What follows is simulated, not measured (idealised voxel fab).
process module | voxel gate over fins
cross-section cut | 245 nm wide | cells 5 nm
A cross-section is a grid of square cells, given in bands from the top down. A band is one or more rows of cells.
Each band's line starts with the height of the band's top and of its bottom, in nm. Then come its materials from left to right, each with its width in nm. One material with "throughout" fills the band from edge to edge. "air" is empty space.
Height 0 is the level under which the wafer as received is all one material. The lowest band goes on downwards, as in "0 down".
A width such as "30 to 40" changes by the same amount from each row of cells to the next, from the band's top row to its bottom row.
"no change" after a step means that no cell of the cross-section changed.
closed voids: empty space of 8 cells or more with no open way to the top, each as width x height at its distance from the left edge, in nm
after a step's settings: what the simulator itself notes on the step
overlay nm, on a step with a mask: how far to the right of its planned place the mask lay; to the left if negative
plan
1 op RECEIVE | material Si
2 op CONFORMAL_DEP | material SiN | thk nm 10
3 op PATTERN | tone cover | mask id FINS | material resist | width nm 15 | pitch nm 35 | thk nm 20 | overlay nm 0
4 op DIRECTIONAL_ETCH | etch materials SiN | depth nm 10
5 op DIRECTIONAL_ETCH | etch materials Si | depth nm 40
6 op STRIP | etch materials resist
7 op FILL_DEP | material SiO2 | thk nm 5
8 op CMP | height nm 10
9 op SELECTIVE_ETCH | etch materials SiO2 | depth nm 20
10 op STRIP | etch materials SiN
11 op CONFORMAL_DEP | material HfO2 | thk nm 5
12 op CONFORMAL_DEP | material TiN | thk nm 5
13 op FILL_DEP | material W | thk nm 10
14 op CMP | height nm 15
15 op CONFORMAL_DEP | material SiN | thk nm 10
as received, after step 1
  0 down: Si throughout
  closed voids: none
first wafer at the end, as planned
  25 to 15: SiN throughout
  15 to 10: W throughout
  10 to 5: W 85 | TiN 70 | W 90
  5 to 0: W 85 | TiN 5 | HfO2 25 | TiN 10 | HfO2 25 | TiN 5 | W 90
  0 to -5: TiN 90 | HfO2 5 | Si 15 | HfO2 5 | TiN 10 | HfO2 5 | Si 15 | HfO2 5 | TiN 95
  -5 to -10: HfO2 95 | Si 15 | HfO2 20 | Si 15 | HfO2 100
  -10 to -40: SiO2 95 | Si 15 | SiO2 20 | Si 15 | SiO2 100
  -40 down: Si throughout
  closed voids: none
second wafer at the end: like start, like plan, one mistake
  25 to 15: SiN throughout
  15 to 10: W throughout
  10 to 5: W 85 | TiN 70 | W 90
  5 to 0: W 85 | TiN 5 | HfO2 25 | TiN 10 | HfO2 25 | TiN 5 | W 90
  0 to -5: TiN 90 | HfO2 5 | Si 15 | HfO2 5 | TiN 10 | HfO2 5 | Si 15 | HfO2 5 | TiN 95
  -5 to -10: HfO2 80 | TiN 10 | HfO2 5 | Si 15 | HfO2 5 | TiN 10 | HfO2 5 | Si 15 | HfO2 5 | TiN 10 | HfO2 85
  -10 to -15: SiO2 75 | HfO2 5 | TiN 10 | HfO2 5 | Si 15 | HfO2 5 | TiN 10 | HfO2 5 | Si 15 | HfO2 5 | TiN 10 | HfO2 5 | SiO2 80
  -15 to -20: SiO2 75 | HfO2 20 | Si 15 | HfO2 20 | Si 15 | HfO2 20 | SiO2 80
  -20 to -40: SiO2 95 | Si 15 | SiO2 20 | Si 15 | SiO2 100
  -40 down: Si throughout
  closed voids: none
what went wrong: steps 9 and 10 were swapped
at the end the second wafer has, in cells: 12 more of HfO2 | 24 fewer of SiO2 | 12 more of TiN
